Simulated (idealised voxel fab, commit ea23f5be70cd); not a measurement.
Process module, titled voxel air gaps
It is cross-section cut that appears here, measuring 195 nm in width, its square cells being 5 nm in size.
When this document writes out a cross-section, it uses a grid of square cells and lists it as bands, beginning at the top and moving down, with a band standing for one or more rows of cells. Quick guide to a band line: top height, bottom height (nm) up front; then every material left to right with its width in nm. Only one material and it's marked "all across"? Then it fills the band edge to edge. And "empty" just means empty space. Note: height 0 marks the level under which the wafer is uniformly one material as received. Lowest band unbounded below, written "0 down". A width given as "30..40" starts at the first number in the band's top row and ends at the second number in its bottom row, shifting by an equal amount at every step from row to row. When a step is marked "nothing got changed", none of the cells in the cross-section changed during that step. Sealed internal voids: empty space of 8 cells or more with no open way to the top, each as width x height at its distance from the left edge, in nm. Formally, on a step line, whatever follows the settings is a remark that the simulator itself makes on the step. overlay nm: where the mask lay relative to plan, measured to the right, on steps with a mask; negatives go left.
## Process steps - plan
1 RECEIVE (material Si)
2 CONFORMAL_DEP (material SiO2; thk nm 10)
3 CONFORMAL_DEP (material SiN; thk nm 5)
4 DIRECTIONAL_DEP (material SiO2; thk nm 35)
5 MASKED_ETCH (tone open; mask id LINES; width nm 15; pitch nm 40; etch materials SiO2; depth nm 35; overlay nm 0)
6 CONFORMAL_DEP (material TiN; thk nm 5)
7 FILL_DEP (material W; thk nm 10)
8 CMP (height nm 50)
9 EPI (material Ru; thk nm 10)
10 SELECTIVE_ETCH (etch materials SiO2; depth nm 45)
11 CONFORMAL_DEP (material SiN; thk nm 5)
## Received-state cross-section, reflecting completion of step 1
* 0 down = Si all across
* Sealed internal voids: none
## Post-module cross-section: identical start and plan to those above, one misstep in execution
* 55 to 45 = SiN all across
* 45 to 0 = SiO2 all across
* 0 down = Si all across
* Sealed internal voids: none
Short version of what went wrong: plan vs actual: 3 and 4 interchanged
